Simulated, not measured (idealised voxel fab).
Process module heading - voxel wiring stack
The cross-section shown here is cut; it is 195 nm wide and divided into square cells measuring 5 nm on a side.
When this document writes out a cross-section, it uses a grid of square cells and lists it as bands, beginning at the top and moving down, with a band standing for one or more rows of cells. Top, bottom (nm), then materials left to right with widths (nm); lone material tagged "everywhere" fills the whole band edge to edge; "air" = empty space. All heights in this document are referenced to 0, defined as the level beneath which the wafer, as received, consists entirely of one material. The lowest band is not bounded below; it extends indefinitely downward and is written in the form "z 0 and below". When a width is written as two numbers, as in "30 to 40", the first number is the width in the top row of cells of the band and the second is the width in its bottom row, and the width changes by the same amount from each row to the next. Step note "no change" = no cross-section cell changed. "Trapped void list" contains a list of empty spaces, each no smaller than 8 cells and without an open way to the top, written in the form width x height at distance with the distance from the left edge and all three in nm. Text after the settings on a step's line: the simulator's own remark on that step. overlay nm, on a step with a mask: how far to the right of its planned place the mask lay; to the left if negative. Guide to the pairs. Each holds a before and an after cross-section around one process step; the after cross-section is cut off at the lowest band that changed. Look under the pair for the step between them and its settings. Pairs can come from different runs of this module on the same starting wafer, so a pair follows on from the one above it only where its entry headed "Preceding state" says it does.
Preceding state:
  z 105 to 85 | SiO2 everywhere
  z 85 to 80 | SiCN everywhere
  z 80 to 65 | SiO2: 45; TiN: 5; Cu: 15; TiN: 5; SiO2: 15; TiN: 5; Cu: 15; TiN: 5; SiO2: 15; TiN: 5; Cu: 15; TiN: 5; SiO2: 45
  z 65 to 60 | SiN: 45; TiN: 25; SiN: 15; TiN: 25; SiN: 15; TiN: 25; SiN: 45
  z 60 to 55 | TiN: 50; W: 5; TiN: 35; W: 5; TiN: 35; W: 5; TiN: 60
  z 55 to 40 | lowk: 45; TiN: 5; W: 5; TiN: 5; lowk: 25; TiN: 5; W: 5; TiN: 5; lowk: 25; TiN: 5; W: 5; TiN: 5; lowk: 55
  z 40 to 35 | SiCN: 45; TiN: 15; SiCN: 25; TiN: 15; SiCN: 25; TiN: 15; SiCN: 55
  z 35 to 30 | SiCN: 40; Ru: 35; SiCN: 5; Ru: 35; SiCN: 5; Ru: 35; SiCN: 40
  z 30 to 15 | SiO2: 45; TiN: 5; W: 15; TiN: 5; SiO2: 15; TiN: 5; W: 15; TiN: 5; SiO2: 15; TiN: 5; W: 15; TiN: 5; SiO2: 45
  z 15 to 10 | SiN: 45; TiN: 25; SiN: 15; TiN: 25; SiN: 15; TiN: 25; SiN: 45
  z 10 to 0 | SiO2 everywhere
  z 0 and below | Si everywhere
  Trapped void list: none
Post-Step Section View:
  z 120 to 105 | aC everywhere
  below 105: unchanged
  Trapped void list: none
It is this step that lies between the two cross-sections above: DIRECTIONAL_DEP: material aC, thk nm 15
Preceding state: we pick up right where the pair above leaves off, with its after cross-section.
Post-Step Section View:
  z 150 to 120 | resist: 45; air: 15; resist: 25; air: 15; resist: 25; air: 15; resist: 55
  below 120: unchanged
  Trapped void list: none
It is this step that lies between the two cross-sections above: PATTERN: tone open, mask id PLUG_2, material resist, width nm 15, pitch nm 40, thk nm 30, overlay nm 0
Preceding state: we pick up right where the pair above leaves off, with its after cross-section.
Post-Step Section View:
  z 135 to 120 | resist: 45; air: 15; resist: 25; air: 15; resist: 25; air: 15; resist: 55
  z 120 to 105 | aC: 45; air: 15; aC: 25; air: 15; aC: 25; air: 15; aC: 55
  below 105: unchanged
  Trapped void list: none
It is this step that lies between the two cross-sections above: DIRECTIONAL_ETCH: etch materials aC, depth nm 15
Preceding state: we pick up right where the pair above leaves off, with its after cross-section.
Post-Step Section View:
  z 120 to 105 | aC: 45; air: 15; aC: 25; air: 15; aC: 25; air: 15; aC: 55
  below 105: unchanged
  Trapped void list: none
It is this step that lies between the two cross-sections above: STRIP: etch materials resist
Preceding state: we pick up right where the pair above leaves off, with its after cross-section.
Post-Step Section View:
  z 120 to 105 | aC: 45; air: 15; aC: 25; air: 15; aC: 25; air: 15; aC: 55
  z 105 to 85 | SiO2: 45; air: 15; SiO2: 25; air: 15; SiO2: 25; air: 15; SiO2: 55
  below 85: unchanged
  Trapped void list: none
It is this step that lies between the two cross-sections above: DIRECTIONAL_ETCH: etch materials SiO2, depth nm 20
Preceding state: we pick up right where the pair above leaves off, with its after cross-section.
Post-Step Section View:
  z 120 to 105 | aC: 45; air: 15; aC: 25; air: 15; aC: 25; air: 15; aC: 55
  z 105 to 85 | SiO2: 45; air: 15; SiO2: 25; air: 15; SiO2: 25; air: 15; SiO2: 55
  z 85 to 80 | SiCN: 45; air: 15; SiCN: 25; air: 15; SiCN: 25; air: 15; SiCN: 55
  below 80: unchanged
  Trapped void list: none
It is this step that lies between the two cross-sections above: DIRECTIONAL_ETCH: etch materials SiCN, depth nm 5
Preceding state: we pick up right where the pair above leaves off, with its after cross-section.
Post-Step Section View:
  z 105 to 85 | SiO2: 45; air: 15; SiO2: 25; air: 15; SiO2: 25; air: 15; SiO2: 55
  below 85: unchanged
  Trapped void list: none
It is this step that lies between the two cross-sections above: STRIP: etch materials aC
Preceding state: we pick up right where the pair above leaves off, with its after cross-section.
Post-Step Section View:
  z 110 to 105 | TiN: 50; air: 5; TiN: 35; air: 5; TiN: 35; air: 5; TiN: 60
  z 105 to 85 | SiO2: 45; TiN: 5; air: 5; TiN: 5; SiO2: 25; TiN: 5; air: 5; TiN: 5; SiO2: 25; TiN: 5; air: 5; TiN: 5; SiO2: 55
  z 85 to 80 | SiCN: 45; TiN: 15; SiCN: 25; TiN: 15; SiCN: 25; TiN: 15; SiCN: 55
  below 80: unchanged
  Trapped void list: none
It is this step that lies between the two cross-sections above: CONFORMAL_DEP: material TiN, thk nm 5
Preceding state: we pick up right where the pair above leaves off, with its after cross-section.
Post-Step Section View:
  z 120 to 110 | W everywhere
  z 110 to 105 | TiN: 50; W: 5; TiN: 35; W: 5; TiN: 35; W: 5; TiN: 60
  z 105 to 85 | SiO2: 45; TiN: 5; W: 5; TiN: 5; SiO2: 25; TiN: 5; W: 5; TiN: 5; SiO2: 25; TiN: 5; W: 5; TiN: 5; SiO2: 55
  below 85: unchanged
  Trapped void list: none
It is this step that lies between the two cross-sections above: FILL_DEP: material W, thk nm 10
Preceding state: we pick up right where the pair above leaves off, with its after cross-section.
Post-Step Section View:
  z 105 to 85 | SiO2: 45; TiN: 5; W: 5; TiN: 5; SiO2: 25; TiN: 5; W: 5; TiN: 5; SiO2: 25; TiN: 5; W: 5; TiN: 5; SiO2: 55
  below 85: unchanged
  Trapped void list: none
It is this step that lies between the two cross-sections above: CMP: height nm 105
Preceding state: we pick up right where the pair above leaves off, with its after cross-section.
Post-Step Section View:
  z 110 to 105 | TiN everywhere
  below 105: unchanged
  Trapped void list: none
It is this step that lies between the two cross-sections above: DIRECTIONAL_DEP: material TiN, thk nm 5
Preceding state: we pick up right where the pair above leaves off, with its after cross-section.
Post-Step Section View:
  z 135 to 110 | W everywhere
  below 110: unchanged
  Trapped void list: none
It is this step that lies between the two cross-sections above: DIRECTIONAL_DEP: material W, thk nm 25
Preceding state: we pick up right where the pair above leaves off, with its after cross-section.
Post-Step Section View:
  z 155 to 135 | air: 45; resist: 25; air: 15; resist: 25; air: 15; resist: 25; air: 45
  below 135: unchanged
  Trapped void list: none
It is this step that lies between the two cross-sections above: PATTERN: tone cover, mask id METAL_3, material resist, width nm 25, pitch nm 40, thk nm 20, overlay nm 0
Preceding state: we pick up right where the pair above leaves off, with its after cross-section.
Post-Step Section View:
  z 155 to 135 | air: 45; resist: 25; air: 15; resist: 25; air: 15; resist: 25; air: 45
  z 135 to 110 | air: 45; W: 25; air: 15; W: 25; air: 15; W: 25; air: 45
  below 110: unchanged
  Trapped void list: none
It is this step that lies between the two cross-sections above: DIRECTIONAL_ETCH: etch materials W, depth nm 25
Preceding state: we pick up right where the pair above leaves off, with its after cross-section.
Post-Step Section View:
  z 155 to 135 | air: 45; resist: 25; air: 15; resist: 25; air: 15; resist: 25; air: 45
  z 135 to 110 | air: 45; W: 25; air: 15; W: 25; air: 15; W: 25; air: 45
  z 110 to 105 | air: 45; TiN: 25; air: 15; TiN: 25; air: 15; TiN: 25; air: 45
  below 105: unchanged
  Trapped void list: none
It is this step that lies between the two cross-sections above: DIRECTIONAL_ETCH: etch materials TiN, depth nm 5
Preceding state: we pick up right where the pair above leaves off, with its after cross-section.
Post-Step Section View:
  z 135 to 110 | air: 45; W: 25; air: 15; W: 25; air: 15; W: 25; air: 45
  below 110: unchanged
  Trapped void list: none
It is this step that lies between the two cross-sections above: STRIP: etch materials resist
Preceding state: we pick up right where the pair above leaves off, with its after cross-section.
Post-Step Section View:
  z 140 to 135 | lowk everywhere
  z 135 to 110 | lowk: 45; W: 25; lowk: 15; W: 25; lowk: 15; W: 25; lowk: 45
  z 110 to 105 | lowk: 45; TiN: 25; lowk: 15; TiN: 25; lowk: 15; TiN: 25; lowk: 45
  below 105: unchanged
  Trapped void list: none
It is this step that lies between the two cross-sections above: FILL_DEP: material lowk, thk nm 5
Preceding state: we pick up right where the pair above leaves off, with its after cross-section.
Post-Step Section View:
  z 135 to 110 | lowk: 45; W: 25; lowk: 15; W: 25; lowk: 15; W: 25; lowk: 45
  below 110: unchanged
  Trapped void list: none
It is this step that lies between the two cross-sections above: CMP: height nm 135
Preceding state: we pick up right where the pair above leaves off, with its after cross-section.
Post-Step Section View:
  z 140 to 135 | SiN everywhere
  below 135: unchanged
  Trapped void list: none
It is this step that lies between the two cross-sections above: CONFORMAL_DEP: material SiN, thk nm 5
Preceding state:
  z 45 to 30 | aC everywhere
  z 30 to 15 | SiO2 everywhere
  z 15 to 10 | SiN everywhere
  z 10 to 0 | SiO2 everywhere
  z 0 and below | Si everywhere
  Trapped void list: none
Post-Step Section View:
  z 80 to 45 | resist: 50; air: 15; resist: 25; air: 15; resist: 25; air: 15; resist: 50
  below 45: unchanged
  Trapped void list: none
It is this step that lies between the two cross-sections above: PATTERN: tone open, mask id METAL_1, material resist, width nm 15, pitch nm 40, thk nm 35, overlay nm 0
Preceding state: we pick up right where the pair above leaves off, with its after cross-section.
Post-Step Section View:
  z 65 to 45 | resist: 50; air: 15; resist: 25; air: 15; resist: 25; air: 15; resist: 50
  z 45 to 30 | aC: 50; air: 15; aC: 25; air: 15; aC: 25; air: 15; aC: 50
  below 30: unchanged
  Trapped void list: none
It is this step that lies between the two cross-sections above: DIRECTIONAL_ETCH: etch materials aC, depth nm 15
Preceding state: we pick up right where the pair above leaves off, with its after cross-section.
Post-Step Section View:
  z 45 to 30 | aC: 50; air: 15; aC: 25; air: 15; aC: 25; air: 15; aC: 50
  below 30: unchanged
  Trapped void list: none
It is this step that lies between the two cross-sections above: STRIP: etch materials resist
Preceding state: we pick up right where the pair above leaves off, with its after cross-section.
Post-Step Section View:
  z 45 to 30 | aC: 50; air: 15; aC: 25; air: 15; aC: 25; air: 15; aC: 50
  z 30 to 15 | SiO2: 50; air: 15; SiO2: 25; air: 15; SiO2: 25; air: 15; SiO2: 50
  below 15: unchanged
  Trapped void list: none
It is this step that lies between the two cross-sections above: DIRECTIONAL_ETCH: etch materials SiO2, depth nm 15
Preceding state: we pick up right where the pair above leaves off, with its after cross-section.
Post-Step Section View:
  z 45 to 30 | aC: 50; air: 15; aC: 25; air: 15; aC: 25; air: 15; aC: 50
  z 30 to 15 | SiO2: 50; air: 15; SiO2: 25; air: 15; SiO2: 25; air: 15; SiO2: 50
  z 15 to 10 | SiN: 50; air: 15; SiN: 25; air: 15; SiN: 25; air: 15; SiN: 50
  below 10: unchanged
  Trapped void list: none
It is this step that lies between the two cross-sections above: DIRECTIONAL_ETCH: etch materials SiN, depth nm 5
Preceding state: we pick up right where the pair above leaves off, with its after cross-section.
Post-Step Section View:
  z 30 to 15 | SiO2: 50; air: 15; SiO2: 25; air: 15; SiO2: 25; air: 15; SiO2: 50
  below 15: unchanged
  Trapped void list: none
It is this step that lies between the two cross-sections above: STRIP: etch materials aC
Preceding state: we pick up right where the pair above leaves off, with its after cross-section.
Post-Step Section View:
  z 35 to 30 | TiN: 55; air: 5; TiN: 35; air: 5; TiN: 35; air: 5; TiN: 55
  z 30 to 15 | SiO2: 50; TiN: 5; air: 5; TiN: 5; SiO2: 25; TiN: 5; air: 5; TiN: 5; SiO2: 25; TiN: 5; air: 5; TiN: 5; SiO2: 50
  z 15 to 10 | SiN: 50; TiN: 15; SiN: 25; TiN: 15; SiN: 25; TiN: 15; SiN: 50
  below 10: unchanged
  Trapped void list: none
It is this step that lies between the two cross-sections above: CONFORMAL_DEP: material TiN, thk nm 5
Preceding state: we pick up right where the pair above leaves off, with its after cross-section.
Post-Step Section View:
  z 45 to 35 | W everywhere
  z 35 to 30 | TiN: 55; W: 5; TiN: 35; W: 5; TiN: 35; W: 5; TiN: 55
  z 30 to 15 | SiO2: 50; TiN: 5; W: 5; TiN: 5; SiO2: 25; TiN: 5; W: 5; TiN: 5; SiO2: 25; TiN: 5; W: 5; TiN: 5; SiO2: 50
  below 15: unchanged
  Trapped void list: none
It is this step that lies between the two cross-sections above: FILL_DEP: material W, thk nm 10
Preceding state: we pick up right where the pair above leaves off, with its after cross-section.
Post-Step Section View:
  z 30 to 15 | SiO2: 50; TiN: 5; W: 5; TiN: 5; SiO2: 25; TiN: 5; W: 5; TiN: 5; SiO2: 25; TiN: 5; W: 5; TiN: 5; SiO2: 50
  below 15: unchanged
  Trapped void list: none
It is this step that lies between the two cross-sections above: CMP: height nm 30
Preceding state: we pick up right where the pair above leaves off, with its after cross-section.
Post-Step Section View:
  z 35 to 30 | air: 45; Ru: 25; air: 15; Ru: 25; air: 15; Ru: 25; air: 45
  below 30: unchanged
  Trapped void list: none
It is this step that lies between the two cross-sections above: EPI: material Ru, thk nm 5
Preceding state: we pick up right where the pair above leaves off, with its after cross-section.
Post-Step Section View:
  z 40 to 35 | SiCN everywhere
  z 35 to 30 | SiCN: 45; Ru: 25; SiCN: 15; Ru: 25; SiCN: 15; Ru: 25; SiCN: 45
  below 30: unchanged
  Trapped void list: none
It is this step that lies between the two cross-sections above: FILL_DEP: material SiCN, thk nm 5
Preceding state: we pick up right where the pair above leaves off, with its after cross-section.
Post-Step Section View:
  z 55 to 40 | lowk everywhere
  below 40: unchanged
  Trapped void list: none
It is this step that lies between the two cross-sections above: DIRECTIONAL_DEP: material lowk, thk nm 15
Preceding state: we pick up right where the pair above leaves off, with its after cross-section.
Post-Step Section View:
  z 65 to 55 | aC everywhere
  below 55: unchanged
  Trapped void list: none
It is this step that lies between the two cross-sections above: DIRECTIONAL_DEP: material aC, thk nm 10
Preceding state: we pick up right where the pair above leaves off, with its after cross-section.
Post-Step Section View:
  z 95 to 65 | resist: 45; air: 15; resist: 25; air: 15; resist: 25; air: 15; resist: 55
  below 65: unchanged
  Trapped void list: none
It is this step that lies between the two cross-sections above: PATTERN: tone open, mask id PLUG_1, material resist, width nm 15, pitch nm 40, thk nm 30, overlay nm 0
Preceding state: we pick up right where the pair above leaves off, with its after cross-section.
Post-Step Section View:
  z 85 to 65 | resist: 45; air: 15; resist: 25; air: 15; resist: 25; air: 15; resist: 55
  z 65 to 55 | aC: 45; air: 15; aC: 25; air: 15; aC: 25; air: 15; aC: 55
  below 55: unchanged
  Trapped void list: none
It is this step that lies between the two cross-sections above: DIRECTIONAL_ETCH: etch materials aC, depth nm 10
Preceding state: we pick up right where the pair above leaves off, with its after cross-section.
Post-Step Section View:
  z 65 to 55 | aC: 45; air: 15; aC: 25; air: 15; aC: 25; air: 15; aC: 55
  below 55: unchanged
  Trapped void list: none
It is this step that lies between the two cross-sections above: STRIP: etch materials resist
Preceding state: we pick up right where the pair above leaves off, with its after cross-section.
Post-Step Section View:
  z 65 to 55 | aC: 45; air: 15; aC: 25; air: 15; aC: 25; air: 15; aC: 55
  z 55 to 40 | lowk: 45; air: 15; lowk: 25; air: 15; lowk: 25; air: 15; lowk: 55
  below 40: unchanged
  Trapped void list: none
It is this step that lies between the two cross-sections above: DIRECTIONAL_ETCH: etch materials lowk, depth nm 15
Preceding state: we pick up right where the pair above leaves off, with its after cross-section.
Post-Step Section View:
  z 65 to 55 | aC: 45; air: 15; aC: 25; air: 15; aC: 25; air: 15; aC: 55
  z 55 to 40 | lowk: 45; air: 15; lowk: 25; air: 15; lowk: 25; air: 15; lowk: 55
  z 40 to 35 | SiCN: 45; air: 15; SiCN: 25; air: 15; SiCN: 25; air: 15; SiCN: 55
  below 35: unchanged
  Trapped void list: none
It is this step that lies between the two cross-sections above: DIRECTIONAL_ETCH: etch materials SiCN, depth nm 5
Preceding state: we pick up right where the pair above leaves off, with its after cross-section.
Post-Step Section View:
  z 55 to 40 | lowk: 45; air: 15; lowk: 25; air: 15; lowk: 25; air: 15; lowk: 55
  below 40: unchanged
  Trapped void list: none
It is this step that lies between the two cross-sections above: STRIP: etch materials aC
Preceding state: we pick up right where the pair above leaves off, with its after cross-section.
Post-Step Section View:
  z 60 to 55 | TiN: 50; air: 5; TiN: 35; air: 5; TiN: 35; air: 5; TiN: 60
  z 55 to 40 | lowk: 45; TiN: 5; air: 5; TiN: 5; lowk: 25; TiN: 5; air: 5; TiN: 5; lowk: 25; TiN: 5; air: 5; TiN: 5; lowk: 55
  z 40 to 35 | SiCN: 45; TiN: 15; SiCN: 25; TiN: 15; SiCN: 25; TiN: 15; SiCN: 55
  below 35: unchanged
  Trapped void list: none
It is this step that lies between the two cross-sections above: CONFORMAL_DEP: material TiN, thk nm 5
Preceding state: we pick up right where the pair above leaves off, with its after cross-section.
Post-Step Section View:
  z 70 to 60 | W everywhere
  z 60 to 55 | TiN: 50; W: 5; TiN: 35; W: 5; TiN: 35; W: 5; TiN: 60
  z 55 to 40 | lowk: 45; TiN: 5; W: 5; TiN: 5; lowk: 25; TiN: 5; W: 5; TiN: 5; lowk: 25; TiN: 5; W: 5; TiN: 5; lowk: 55
  below 40: unchanged
  Trapped void list: none
It is this step that lies between the two cross-sections above: FILL_DEP: material W, thk nm 10
Preceding state: we pick up right where the pair above leaves off, with its after cross-section.
Post-Step Section View:
  z 55 to 40 | lowk: 45; TiN: 5; W: 5; TiN: 5; lowk: 25; TiN: 5; W: 5; TiN: 5; lowk: 25; TiN: 5; W: 5; TiN: 5; lowk: 55
  below 40: unchanged
  Trapped void list: none
It is this step that lies between the two cross-sections above: CMP: height nm 55
Preceding state: we pick up right where the pair above leaves off, with its after cross-section.
Post-Step Section View:
  z 60 to 55 | SiN everywhere
  below 55: unchanged
  Trapped void list: none
It is this step that lies between the two cross-sections above: CONFORMAL_DEP: material SiN, thk nm 5
Preceding state: we pick up right where the pair above leaves off, with its after cross-section.
Post-Step Section View:
  z 80 to 60 | SiO2 everywhere
  below 60: unchanged
  Trapped void list: none
It is this step that lies between the two cross-sections above: DIRECTIONAL_DEP: material SiO2, thk nm 20
Preceding state: we pick up right where the pair above leaves off, with its after cross-section.
Post-Step Section View:
  z 80 to 60 | SiO2: 45; air: 25; SiO2: 15; air: 25; SiO2: 15; air: 25; SiO2: 45
  below 60: unchanged
  Trapped void list: none
It is this step that lies between the two cross-sections above: MASKED_ETCH: tone open, mask id METAL_2, width nm 25, pitch nm 40, etch materials SiO2, depth nm 20, overlay nm 0
Preceding state: we pick up right where the pair above leaves off, with its after cross-section.
Post-Step Section View:
  z 80 to 60 | SiO2: 45; air: 25; SiO2: 15; air: 25; SiO2: 15; air: 25; SiO2: 45
  z 60 to 55 | SiN: 45; air: 25; SiN: 15; air: 25; SiN: 15; air: 25; SiN: 45
  below 55: unchanged
  Trapped void list: none
It is this step that lies between the two cross-sections above: MASKED_ETCH: tone open, mask id METAL_2, width nm 25, pitch nm 40, etch materials SiN, depth nm 5, overlay nm 0
Preceding state: we pick up right where the pair above leaves off, with its after cross-section.
Post-Step Section View:
  z 85 to 80 | TiN: 50; air: 15; TiN: 25; air: 15; TiN: 25; air: 15; TiN: 50
  z 80 to 60 | SiO2: 45; TiN: 5; air: 15; TiN: 5; SiO2: 15; TiN: 5; air: 15; TiN: 5; SiO2: 15; TiN: 5; air: 15; TiN: 5; SiO2: 45
  z 60 to 55 | SiN: 45; TiN: 25; SiN: 15; TiN: 25; SiN: 15; TiN: 25; SiN: 45
  below 55: unchanged
  Trapped void list: none
It is this step that lies between the two cross-sections above: CONFORMAL_DEP: material TiN, thk nm 5
Preceding state: we pick up right where the pair above leaves off, with its after cross-section.
Post-Step Section View:
  z 90 to 85 | Cu everywhere
  z 85 to 80 | TiN: 50; Cu: 15; TiN: 25; Cu: 15; TiN: 25; Cu: 15; TiN: 50
  z 80 to 60 | SiO2: 45; TiN: 5; Cu: 15; TiN: 5; SiO2: 15; TiN: 5; Cu: 15; TiN: 5; SiO2: 15; TiN: 5; Cu: 15; TiN: 5; SiO2: 45
  below 60: unchanged
  Trapped void list: none
It is this step that lies between the two cross-sections above: FILL_DEP: material Cu, thk nm 5
Preceding state: we pick up right where the pair above leaves off, with its after cross-section.
Post-Step Section View:
  z 80 to 60 | SiO2: 45; TiN: 5; Cu: 15; TiN: 5; SiO2: 15; TiN: 5; Cu: 15; TiN: 5; SiO2: 15; TiN: 5; Cu: 15; TiN: 5; SiO2: 45
  below 60: unchanged
  Trapped void list: none
It is this step that lies between the two cross-sections above: CMP: height nm 80
Preceding state: we pick up right where the pair above leaves off, with its after cross-section.
Post-Step Section View:
  z 85 to 80 | SiCN everywhere
  below 80: unchanged
  Trapped void list: none
It is this step that lies between the two cross-sections above: CONFORMAL_DEP: material SiCN, thk nm 5
Preceding state: we pick up right where the pair above leaves off, with its after cross-section.
Post-Step Section View:
  z 105 to 85 | SiO2 everywhere
  below 85: unchanged
  Trapped void list: none
It is this step that lies between the two cross-sections above: DIRECTIONAL_DEP: material SiO2, thk nm 20
Preceding state: we pick up right where the pair above leaves off, with its after cross-section.
Post-Step Section View:
  z 120 to 105 | aC everywhere
  below 105: unchanged
  Trapped void list: none
It is this step that lies between the two cross-sections above: DIRECTIONAL_DEP: material aC, thk nm 15
Preceding state: we pick up right where the pair above leaves off, with its after cross-section.
Post-Step Section View:
  z 150 to 120 | resist: 45; air: 15; resist: 25; air: 15; resist: 25; air: 15; resist: 55
  below 120: unchanged
  Trapped void list: none
It is this step that lies between the two cross-sections above: PATTERN: tone open, mask id PLUG_2, material resist, width nm 15, pitch nm 40, thk nm 30, overlay nm 0
Preceding state: we pick up right where the pair above leaves off, with its after cross-section.
Post-Step Section View:
  z 135 to 120 | resist: 45; air: 15; resist: 25; air: 15; resist: 25; air: 15; resist: 55
  z 120 to 105 | aC: 45; air: 15; aC: 25; air: 15; aC: 25; air: 15; aC: 55
  below 105: unchanged
  Trapped void list: none
It is this step that lies between the two cross-sections above: DIRECTIONAL_ETCH: etch materials aC, depth nm 15
Preceding state: we pick up right where the pair above leaves off, with its after cross-section.
Post-Step Section View:
  z 120 to 105 | aC: 45; air: 15; aC: 25; air: 15; aC: 25; air: 15; aC: 55
  below 105: unchanged
  Trapped void list: none
It is this step that lies between the two cross-sections above: STRIP: etch materials resist
Preceding state: we pick up right where the pair above leaves off, with its after cross-section.
Post-Step Section View:
  z 120 to 105 | aC: 45; air: 15; aC: 25; air: 15; aC: 25; air: 15; aC: 55
  z 105 to 85 | SiO2: 45; air: 15; SiO2: 25; air: 15; SiO2: 25; air: 15; SiO2: 55
  below 85: unchanged
  Trapped void list: none
It is this step that lies between the two cross-sections above: DIRECTIONAL_ETCH: etch materials SiO2, depth nm 20
Preceding state: we pick up right where the pair above leaves off, with its after cross-section.
Post-Step Section View:
  z 120 to 105 | aC: 45; air: 15; aC: 25; air: 15; aC: 25; air: 15; aC: 55
  z 105 to 85 | SiO2: 45; air: 15; SiO2: 25; air: 15; SiO2: 25; air: 15; SiO2: 55
  z 85 to 80 | SiCN: 45; air: 15; SiCN: 25; air: 15; SiCN: 25; air: 15; SiCN: 55
  below 80: unchanged
  Trapped void list: none
It is this step that lies between the two cross-sections above: DIRECTIONAL_ETCH: etch materials SiCN, depth nm 5
Preceding state: we pick up right where the pair above leaves off, with its after cross-section.
Post-Step Section View:
  z 105 to 85 | SiO2: 45; air: 15; SiO2: 25; air: 15; SiO2: 25; air: 15; SiO2: 55
  below 85: unchanged
  Trapped void list: none
It is this step that lies between the two cross-sections above: STRIP: etch materials aC
Preceding state: we pick up right where the pair above leaves off, with its after cross-section.
Post-Step Section View:
  z 110 to 105 | TiN: 50; air: 5; TiN: 35; air: 5; TiN: 35; air: 5; TiN: 60
  z 105 to 85 | SiO2: 45; TiN: 5; air: 5; TiN: 5; SiO2: 25; TiN: 5; air: 5; TiN: 5; SiO2: 25; TiN: 5; air: 5; TiN: 5; SiO2: 55
  z 85 to 80 | SiCN: 45; TiN: 15; SiCN: 25; TiN: 15; SiCN: 25; TiN: 15; SiCN: 55
  below 80: unchanged
  Trapped void list: none
It is this step that lies between the two cross-sections above: CONFORMAL_DEP: material TiN, thk nm 5
Preceding state: we pick up right where the pair above leaves off, with its after cross-section.
Post-Step Section View:
  z 120 to 110 | W everywhere
  z 110 to 105 | TiN: 50; W: 5; TiN: 35; W: 5; TiN: 35; W: 5; TiN: 60
  z 105 to 85 | SiO2: 45; TiN: 5; W: 5; TiN: 5; SiO2: 25; TiN: 5; W: 5; TiN: 5; SiO2: 25; TiN: 5; W: 5; TiN: 5; SiO2: 55
  below 85: unchanged
  Trapped void list: none
It is this step that lies between the two cross-sections above: FILL_DEP: material W, thk nm 10
Preceding state: we pick up right where the pair above leaves off, with its after cross-section.
Post-Step Section View:
  z 105 to 85 | SiO2: 45; TiN: 5; W: 5; TiN: 5; SiO2: 25; TiN: 5; W: 5; TiN: 5; SiO2: 25; TiN: 5; W: 5; TiN: 5; SiO2: 55
  below 85: unchanged
  Trapped void list: none
It is this step that lies between the two cross-sections above: CMP: height nm 105
Preceding state: we pick up right where the pair above leaves off, with its after cross-section.
Post-Step Section View:
  z 110 to 105 | TiN everywhere
  below 105: unchanged
  Trapped void list: none
It is this step that lies between the two cross-sections above: DIRECTIONAL_DEP: material TiN, thk nm 5
Preceding state: we pick up right where the pair above leaves off, with its after cross-section.
Post-Step Section View:
  z 135 to 110 | W everywhere
  below 110: unchanged
  Trapped void list: none
It is this step that lies between the two cross-sections above: DIRECTIONAL_DEP: material W, thk nm 25
Preceding state: we pick up right where the pair above leaves off, with its after cross-section.
Post-Step Section View:
  z 155 to 135 | air: 45; resist: 25; air: 15; resist: 25; air: 15; resist: 25; air: 45
  below 135: unchanged
  Trapped void list: none
It is this step that lies between the two cross-sections above: PATTERN: tone cover, mask id METAL_3, material resist, width nm 25, pitch nm 40, thk nm 20, overlay nm 0
Preceding state: we pick up right where the pair above leaves off, with its after cross-section.
Post-Step Section View:
  z 155 to 135 | air: 45; resist: 25; air: 15; resist: 25; air: 15; resist: 25; air: 45
  z 135 to 110 | air: 45; W: 25; air: 15; W: 25; air: 15; W: 25; air: 45
  below 110: unchanged
  Trapped void list: none
It is this step that lies between the two cross-sections above: DIRECTIONAL_ETCH: etch materials W, depth nm 25
Preceding state: we pick up right where the pair above leaves off, with its after cross-section.
Post-Step Section View:
  z 155 to 135 | air: 45; resist: 25; air: 15; resist: 25; air: 15; resist: 25; air: 45
  z 135 to 110 | air: 45; W: 25; air: 15; W: 25; air: 15; W: 25; air: 45
  z 110 to 105 | air: 45; TiN: 25; air: 15; TiN: 25; air: 15; TiN: 25; air: 45
  below 105: unchanged
  Trapped void list: none
It is this step that lies between the two cross-sections above: DIRECTIONAL_ETCH: etch materials TiN, depth nm 5
Preceding state: we pick up right where the pair above leaves off, with its after cross-section.
Post-Step Section View:
  z 135 to 110 | air: 45; W: 25; air: 15; W: 25; air: 15; W: 25; air: 45
  below 110: unchanged
  Trapped void list: none
It is this step that lies between the two cross-sections above: STRIP: etch materials resist
Preceding state: we pick up right where the pair above leaves off, with its after cross-section.
Post-Step Section View:
  z 140 to 135 | lowk everywhere
  z 135 to 110 | lowk: 45; W: 25; lowk: 15; W: 25; lowk: 15; W: 25; lowk: 45
  z 110 to 105 | lowk: 45; TiN: 25; lowk: 15; TiN: 25; lowk: 15; TiN: 25; lowk: 45
  below 105: unchanged
  Trapped void list: none
It is this step that lies between the two cross-sections above: FILL_DEP: material lowk, thk nm 5
Preceding state: we pick up right where the pair above leaves off, with its after cross-section.
Post-Step Section View:
  z 135 to 110 | lowk: 45; W: 25; lowk: 15; W: 25; lowk: 15; W: 25; lowk: 45
  below 110: unchanged
  Trapped void list: none
It is this step that lies between the two cross-sections above: CMP: height nm 135
Preceding state: we pick up right where the pair above leaves off, with its after cross-section.
Post-Step Section View:
  z 140 to 135 | SiN everywhere
  below 135: unchanged
  Trapped void list: none
It is this step that lies between the two cross-sections above: CONFORMAL_DEP: material SiN, thk nm 5
Preceding state:
  z 120 to 105 | aC everywhere
  z 105 to 85 | SiO2 everywhere
  z 85 to 80 | SiCN everywhere
  z 80 to 60 | SiO2: 45; TiN: 5; Cu: 15; TiN: 5; SiO2: 15; TiN: 5; Cu: 15; TiN: 5; SiO2: 15; TiN: 5; Cu: 15; TiN: 5; SiO2: 45
  z 60 to 55 | SiN: 45; TiN: 25; SiN: 15; TiN: 25; SiN: 15; TiN: 25; SiN: 45
  z 55 to 40 | lowk: 45; TiN: 5; W: 5; TiN: 5; lowk: 25; TiN: 5; W: 5; TiN: 5; lowk: 25; TiN: 5; W: 5; TiN: 5; lowk: 55
  z 40 to 35 | SiCN: 45; TiN: 15; SiCN: 25; TiN: 15; SiCN: 25; TiN: 15; SiCN: 55
  z 35 to 30 | SiCN: 40; Ru: 35; SiCN: 5; Ru: 35; SiCN: 5; Ru: 35; SiCN: 40
  z 30 to 15 | SiO2: 45; TiN: 5; W: 15; TiN: 5; SiO2: 15; TiN: 5; W: 15; TiN: 5; SiO2: 15; TiN: 5; W: 15; TiN: 5; SiO2: 45
  z 15 to 10 | SiN: 45; TiN: 25; SiN: 15; TiN: 25; SiN: 15; TiN: 25; SiN: 45
  z 10 to 0 | SiO2 everywhere
  z 0 and below | Si everywhere
  Trapped void list: none
Post-Step Section View:
  z 150 to 120 | resist: 40; air: 15; resist: 25; air: 15; resist: 25; air: 15; resist: 60
  below 120: unchanged
  Trapped void list: none
It is this step that lies between the two cross-sections above: PATTERN: tone open, mask id PLUG_2, material resist, width nm 15, pitch nm 40, thk nm 30, overlay nm -5
